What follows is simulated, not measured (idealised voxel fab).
Process module in this document: voxel transistor to metal
Shown is cross-section cut, with a width of 180 nm and square cells of size 5 nm.
Just so we're on the same page, the cross-sections are grids of square cells, and they're listed out in bands top to bottom, each band one or more rows deep.
Basically the band line says how high the top is and how high the bottom is, in nm, and then what's in it from left to right, every material with its width in nm. Empty space shows up as "air", and if a single material carries "full width" it runs the full band edge to edge.
Ref level 0: as-received wafer is one material below here. Bottom band extends down with no lower bound ("0 down").
Width spec "30 to 40" -> top row of cells at first value, bottom row at second value, equal per-row change in between.
It should be understood that the words "no alteration", when stated for a given step, signify that the cross-section underwent no change in any of its cells during that step.
The list in "Completely enclosed voids" covers empty spaces of 8 cells or more that cannot reach the top through any open way, and it gives each as width x height at distance; the distance is from the left edge, and width, height and distance are in nm.
Read whatever lies past the settings on a step's line as the simulator's own remark about the step.
overlay nm: on a step with a mask, how far right of its planned place the mask lay; negative means left.
PLANNED STEP LIST FOR THE PROCESS
| 1 | RECEIVE (material Si) |
| 2 | CONFORMAL_DEP (material SiO2; thk nm 5) |
| 3 | CONFORMAL_DEP (material SiN; thk nm 15) |
| 4 | MASKED_ETCH (tone cover; mask id ACTIVE; width nm 115; etch materials SiN; depth nm 15; overlay nm 0) |
| 5 | MASKED_ETCH (tone cover; mask id ACTIVE; width nm 115; etch materials SiO2; depth nm 5; overlay nm 0) |
| 6 | MASKED_ETCH (tone cover; mask id ACTIVE; width nm 115; etch materials Si; depth nm 25; overlay nm 0) |
| 7 | OXIDIZE (depth nm 5) |
| 8 | FILL_DEP (material SiO2; thk nm 10) |
| 9 | CMP (height nm 20) |
| 10 | SELECTIVE_ETCH (etch materials SiO2; depth nm 15) |
| 11 | STRIP (etch materials SiN) |
| 12 | SELECTIVE_ETCH (etch materials SiO2; depth nm 5) |
| 13 | OXIDIZE (depth nm 5) |
| 14 | DIRECTIONAL_DEP (material polySi; thk nm 30) |
| 15 | DIRECTIONAL_DEP (material SiCN; thk nm 15) |
| 16 | PATTERN (tone cover; mask id GATE; material resist; width nm 25; thk nm 15; overlay nm 0) |
| 17 | DIRECTIONAL_ETCH (etch materials SiCN; depth nm 25) |
| 18 | DIRECTIONAL_ETCH (etch materials polySi; depth nm 40) |
| 19 | STRIP (etch materials resist) |
| 20 | CONFORMAL_DEP (material SiN; thk nm 10) |
| 21 | DIRECTIONAL_ETCH (etch materials SiN; depth nm 10) |
| 22 | DIRECTIONAL_ETCH (etch materials SiO2; depth nm 5) |
| 23 | DIRECTIONAL_ETCH (etch materials Si; depth nm 10) |
| 24 | EPI (material pSi; thk nm 15) |
| 25 | FILL_DEP (material SiO2; thk nm 10) |
| 26 | CMP (height nm 45) |
| 27 | DIRECTIONAL_DEP (material SiO2; thk nm 15) |
| 28 | DIRECTIONAL_DEP (material aC; thk nm 15) |
| 29 | PATTERN (tone open; mask id CONTACT; material resist; width nm 15; pitch nm 80; thk nm 30; overlay nm 0) |
| 30 | DIRECTIONAL_ETCH (etch materials aC; depth nm 15) |
| 31 | STRIP (etch materials resist) |
| 32 | DIRECTIONAL_ETCH (etch materials SiO2; depth nm 60) |
| 33 | STRIP (etch materials aC) |
| 34 | CONFORMAL_DEP (material TiN; thk nm 5) |
| 35 | FILL_DEP (material Ru; thk nm 5) |
| 36 | CMP (height nm 60) |
| 37 | CONFORMAL_DEP (material SiN; thk nm 5) |
| 38 | DIRECTIONAL_DEP (material SiO2; thk nm 15) |
| 39 | DIRECTIONAL_DEP (material aC; thk nm 10) |
| 40 | PATTERN (tone open; mask id METAL_1; material resist; width nm 15; pitch nm 80; thk nm 30; overlay nm 0) |
| 41 | DIRECTIONAL_ETCH (etch materials aC; depth nm 10) |
| 42 | STRIP (etch materials resist) |
| 43 | DIRECTIONAL_ETCH (etch materials SiO2; depth nm 15) |
| 44 | DIRECTIONAL_ETCH (etch materials SiN; depth nm 5) |
| 45 | STRIP (etch materials aC) |
| 46 | CONFORMAL_DEP (material TiN; thk nm 5) |
| 47 | FILL_DEP (material Ru; thk nm 5) |
| 48 | CMP (height nm 80) |
| 49 | CONFORMAL_DEP (material SiCN; thk nm 5) |
| 50 | DIRECTIONAL_DEP (material SiO2; thk nm 30) |
| 51 | DIRECTIONAL_DEP (material aC; thk nm 10) |
| 52 | PATTERN (tone open; mask id METAL_2; material resist; width nm 15; pitch nm 80; thk nm 25; overlay nm 0) |
| 53 | DIRECTIONAL_ETCH (etch materials aC; depth nm 10) |
| 54 | STRIP (etch materials resist) |
| 55 | DIRECTIONAL_ETCH (etch materials SiO2; depth nm 20) |
| 56 | STRIP (etch materials aC) |
| 57 | MASKED_ETCH (tone open; mask id METAL_2_HOLES; width nm 15; pitch nm 80; etch materials SiO2; depth nm 10; overlay nm 0) |
| 58 | MASKED_ETCH (tone open; mask id METAL_2_HOLES; width nm 15; pitch nm 80; etch materials SiCN; depth nm 5; overlay nm 0) |
| 59 | CONFORMAL_DEP (material TiN; thk nm 5) |
| 60 | FILL_DEP (material Cu; thk nm 10) |
| 61 | CMP (height nm 115) |
| 62 | CONFORMAL_DEP (material SiN; thk nm 5) |
SHOWN IN CROSS-SECTION IS THE WAFER AS RECEIVED, THAT IS, AS IT STANDS AFTER STEP 1
0 down: Si full width
Completely enclosed voids: none
POST-MODULE CROSS-SECTION OF THE FIRST OF TWO WAFERS (RUN PER PLAN)
120 to 115: SiN full width
115 to 85: 40 SiO2  5 TiN  5 Cu  5 TiN  65 SiO2  5 TiN  5 Cu  5 TiN  45 SiO2
85 to 80: 40 SiCN  15 TiN  65 SiCN  15 TiN  45 SiCN
80 to 65: 40 SiO2  5 TiN  5 Ru  5 TiN  65 SiO2  5 TiN  5 Ru  5 TiN  45 SiO2
65 to 60: 40 SiN  15 TiN  65 SiN  15 TiN  45 SiN
60 to 45: 40 SiO2  5 TiN  5 Ru  5 TiN  65 SiO2  5 TiN  5 Ru  5 TiN  45 SiO2
45 to 30: 40 SiO2  5 TiN  5 Ru  5 TiN  10 SiO2  10 SiN  25 SiCN  10 SiN  10 SiO2  5 TiN  5 Ru  5 TiN  45 SiO2
30 to 15: 40 SiO2  5 TiN  5 Ru  5 TiN  10 SiO2  10 SiN  25 polySi  10 SiN  10 SiO2  5 TiN  5 Ru  5 TiN  45 SiO2
15 to 10: 40 SiO2  15 TiN  10 SiO2  10 SiN  25 polySi  10 SiN  10 SiO2  15 TiN  45 SiO2
10 to 0: 40 SiO2  10 TiN  15 pSi  10 SiN  25 polySi  10 SiN  15 pSi  10 TiN  45 SiO2
0 to -5: 30 SiO2  35 pSi  45 SiO2  35 pSi  35 SiO2
-5 to -15: 35 SiO2  30 pSi  45 Si  30 pSi  40 SiO2
-15 to -30: 35 SiO2  105 Si  40 SiO2
-30 down: Si full width
Completely enclosed voids: none
WAFER TWO, SECTIONED AFTER THE MODULE: THE FIRST WAFER'S START, THE FIRST WAFER'S PLAN, AND ONE MISTAKE IN HOW IT WAS RUN
135 to 130: SiN full width
130 to 120: Cu full width
120 to 115: 45 TiN  5 Cu  75 TiN  5 Cu  50 TiN
115 to 85: 40 SiO2  5 TiN  5 Cu  5 TiN  65 SiO2  5 TiN  5 Cu  5 TiN  45 SiO2
85 to 80: 40 SiCN  15 TiN  65 SiCN  15 TiN  45 SiCN
80 to 65: 40 SiO2  5 TiN  5 Ru  5 TiN  65 SiO2  5 TiN  5 Ru  5 TiN  45 SiO2
65 to 60: 40 SiN  15 TiN  65 SiN  15 TiN  45 SiN
60 to 45: 40 SiO2  5 TiN  5 Ru  5 TiN  65 SiO2  5 TiN  5 Ru  5 TiN  45 SiO2
45 to 30: 40 SiO2  5 TiN  5 Ru  5 TiN  10 SiO2  10 SiN  25 SiCN  10 SiN  10 SiO2  5 TiN  5 Ru  5 TiN  45 SiO2
30 to 15: 40 SiO2  5 TiN  5 Ru  5 TiN  10 SiO2  10 SiN  25 polySi  10 SiN  10 SiO2  5 TiN  5 Ru  5 TiN  45 SiO2
15 to 10: 40 SiO2  15 TiN  10 SiO2  10 SiN  25 polySi  10 SiN  10 SiO2  15 TiN  45 SiO2
10 to 0: 40 SiO2  10 TiN  15 pSi  10 SiN  25 polySi  10 SiN  15 pSi  10 TiN  45 SiO2
0 to -5: 30 SiO2  35 pSi  45 SiO2  35 pSi  35 SiO2
-5 to -15: 35 SiO2  30 pSi  45 Si  30 pSi  40 SiO2
-15 to -30: 35 SiO2  105 Si  40 SiO2
-30 down: Si full width
Completely enclosed voids: none
Here's what went sideways: plan step 61 skipped
Count the cells at the end and the second wafer has more or fewer of some materials than the first: Cu: 74 more | TiN: 34 more
